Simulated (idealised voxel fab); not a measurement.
process module | voxel capacitor over wiring
cross-section cut | 270 nm wide | cells 5 nm
A cross-section is a grid of square cells, given in bands from the top down. A band is one or more rows of cells.
Each band's line starts with the height of the band's top and of its bottom, in nm. Then come its materials from left to right, each with its width in nm. One material with "throughout" fills the band from edge to edge. "air" is empty space.
Height 0 is the level under which the wafer as received is all one material. The lowest band goes on downwards, as in "0 down".
A width such as "30 to 40" changes by the same amount from each row of cells to the next, from the band's top row to its bottom row.
"no change" after a step means that no cell of the cross-section changed.
closed voids: empty space of 8 cells or more with no open way to the top, each as width x height at its distance from the left edge, in nm
after a step's settings: what the simulator itself notes on the step
overlay nm, on a step with a mask: how far to the right of its planned place the mask lay; to the left if negative
plan
1 op RECEIVE | material Si
2 op CONFORMAL_DEP | material SiO2 | thk nm 10
3 op DIRECTIONAL_DEP | material TiN | thk nm 5
4 op DIRECTIONAL_DEP | material W | thk nm 15
5 op MASKED_ETCH | tone cover | mask id METAL_1 | width nm 25 | pitch nm 95 | etch materials W | depth nm 15 | overlay nm 0
6 op MASKED_ETCH | tone cover | mask id METAL_1 | width nm 25 | pitch nm 95 | etch materials TiN | depth nm 5 | overlay nm 0
7 op CONFORMAL_DEP | material SiCN | thk nm 5
8 op FILL_DEP | material lowk | thk nm 10
9 op CMP | height nm 30
10 op CONFORMAL_DEP | material SiCN | thk nm 5
11 op DIRECTIONAL_DEP | material SiO2 | thk nm 10
12 op DIRECTIONAL_DEP | material aC | thk nm 15
13 op PATTERN | tone open | mask id PLUG_1 | material resist | width nm 15 | thk nm 30 | overlay nm 0
14 op DIRECTIONAL_ETCH | etch materials aC | depth nm 15
15 op STRIP | etch materials resist
16 op DIRECTIONAL_ETCH | etch materials SiO2 | depth nm 10
17 op DIRECTIONAL_ETCH | etch materials SiCN | depth nm 5
18 op STRIP | etch materials aC
19 op EPI | material Ru | thk nm 10
20 op EPI | material Ru | thk nm 5
21 op DIRECTIONAL_DEP | material TiN | thk nm 10
22 op DIRECTIONAL_DEP | material HfO2 | thk nm 5
23 op DIRECTIONAL_DEP | material TiN | thk nm 5
24 op MASKED_ETCH | tone cover | mask id UPPER_PLATE | width nm 75 | etch materials TiN | depth nm 5 | overlay nm 0
25 op MASKED_ETCH | tone cover | mask id UPPER_PLATE | width nm 75 | etch materials HfO2 | depth nm 5 | overlay nm 0
26 op DIRECTIONAL_DEP | material aC | thk nm 10
27 op PATTERN | tone cover | mask id LOWER_PLATE | material resist | width nm 85 | thk nm 25 | overlay nm 0
28 op DIRECTIONAL_ETCH | etch materials aC | depth nm 10
29 op STRIP | etch materials resist
30 op DIRECTIONAL_ETCH | etch materials TiN | depth nm 10
31 op STRIP | etch materials aC
32 op FILL_DEP | material SiO2 | thk nm 20
33 op CMP | height nm 80
34 op PATTERN | tone open | mask id PLUG_2 | material resist | width nm 15 | thk nm 20 | overlay nm 0
35 op DIRECTIONAL_ETCH | etch materials SiO2 | depth nm 15
36 op STRIP | etch materials resist
37 op CONFORMAL_DEP | material TiN | thk nm 5
38 op FILL_DEP | material W | thk nm 10
39 op CMP | height nm 80
40 op CONFORMAL_DEP | material SiN | thk nm 5
as received, after step 1
  0 down: Si throughout
  closed voids: none
a wafer at the end: this start, this plan, one mistake
  85 to 80: SiN throughout
  80 to 70: SiO2 95 | TiN 5 | W 5 | TiN 5 | SiO2 160
  70 to 65: SiO2 95 | TiN 15 | SiO2 160
  65 to 60: SiO2 85 | HfO2 75 | SiO2 110
  60 to 50: SiO2 80 | TiN 85 | SiO2 105
  50 to 45: TiN throughout
  45 to 35: SiO2 85 | Ru 15 | SiO2 170
  35 to 30: SiCN 85 | Ru 15 | SiCN 170
  30 to 15: lowk 70 | SiCN 5 | W 25 | SiCN 5 | lowk 60 | SiCN 5 | W 25 | SiCN 5 | lowk 70
  15 to 10: SiCN 75 | TiN 25 | SiCN 70 | TiN 25 | SiCN 75
  10 to 0: SiO2 throughout
  0 down: Si throughout
  closed voids: none
what went wrong: steps 22 and 23 were swapped
